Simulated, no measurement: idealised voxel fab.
Name of the process module below: voxel tone inversion
Section cut is 240 nm wide and gridded with 5 nm square cells.
Each cross-section below is a grid of square cells, stated as bands in top-down order, with one or more rows of cells making up each band.
For a band, the entry starts with two heights in nm, that of the top and then that of the bottom, and carries on with the band's materials in order from left to right, each alongside its width in nm; the word "throughout" beside a single material means it fills the band edge to edge, and "blank" means empty space.
Measure heights from 0. That's the level where, below it, the as-received wafer is all one material. The lowest band is bottomless and extends downward; write it as in "z 0 and below".
A width such as "30->40" changes by the same amount from each row of cells to the next, from the band's top row to its bottom row.
You'll sometimes find "remained the same" written for a step, and that's the way of saying that nowhere in the cross-section did a cell change during that step.
Closed empty spaces (no open way to the top) of 8 cells or more are what "Closed voids list" lists, each as width x height at distance from the left edge, nm for all three.
Anything after a step's settings on that line? It's the simulator's own note about the step.
"overlay nm" on a masked step: distance the mask lay right of its planned place, negative for left.
SET OUT BELOW ARE THE PLANNED STEPS OF THE PROCESS
1,RECEIVE | material Si
2,CONFORMAL_DEP | material SiN | thk nm 10
3,DIRECTIONAL_DEP | material aC | thk nm 15
4,PATTERN | tone cover | mask id POSTS | material resist | width nm 25 | pitch nm 40 | thk nm 25 | overlay nm 0
5,DIRECTIONAL_ETCH | etch materials aC | depth nm 15
6,STRIP | etch materials resist
7,FILL_DEP | material lowk | thk nm 5
8,CMP | height nm 25
9,STRIP | etch materials aC
10,CONFORMAL_DEP | material TiN | thk nm 5
11,FILL_DEP | material Cu | thk nm 5
12,CMP | height nm 25
13,CONFORMAL_DEP | material SiN | thk nm 5
AS-RECEIVED STATE OF THE WAFER IN CROSS-SECTION, EQUIVALENT TO POST-STEP 1
- z 0 and below: Si throughout
- Closed voids list: none
SECTIONED VIEW, FIRST OF TWO WAFERS, AT THE CLOSE OF THE MODULE, PROCESSED AS INTENDED IN THE PLAN
- z 30 to 25: SiN throughout
- z 25 to 15: 65 lowk; 5 TiN; 15 Cu; 5 TiN; 15 lowk; 5 TiN; 15 Cu; 5 TiN; 15 lowk; 5 TiN; 15 Cu; 5 TiN; 70 lowk
- z 15 to 10: 65 lowk; 25 TiN; 15 lowk; 25 TiN; 15 lowk; 25 TiN; 70 lowk
- z 10 to 0: SiN throughout
- z 0 and below: Si throughout
- Closed voids list: none
CROSS-SECTION, WAFER TWO OF TWO, END OF MODULE: SAME START AND PLAN AS WAFER ONE, ONE ERROR IN EXECUTION
- z 30 to 25: SiN throughout
- z 25 to 15: 70 lowk; 5 TiN; 10 Cu; 5 TiN; 20 lowk; 5 TiN; 10 Cu; 5 TiN; 20 lowk; 5 TiN; 10 Cu; 5 TiN; 70 lowk
- z 15 to 10: 70 lowk; 20 TiN; 20 lowk; 20 TiN; 20 lowk; 20 TiN; 70 lowk
- z 10 to 0: SiN throughout
- z 0 and below: Si throughout
- Closed voids list: none
Deviation from plan: step 4 went in with a setting other than planned; the actual run was PATTERN | tone cover | mask id POSTS | material resist | width nm 20 | pitch nm 40 | thk nm 25 | overlay nm 0
The closing comparison, in cells, has the second wafer with more or fewer of some materials than the first: Cu -6; TiN -3; lowk +9
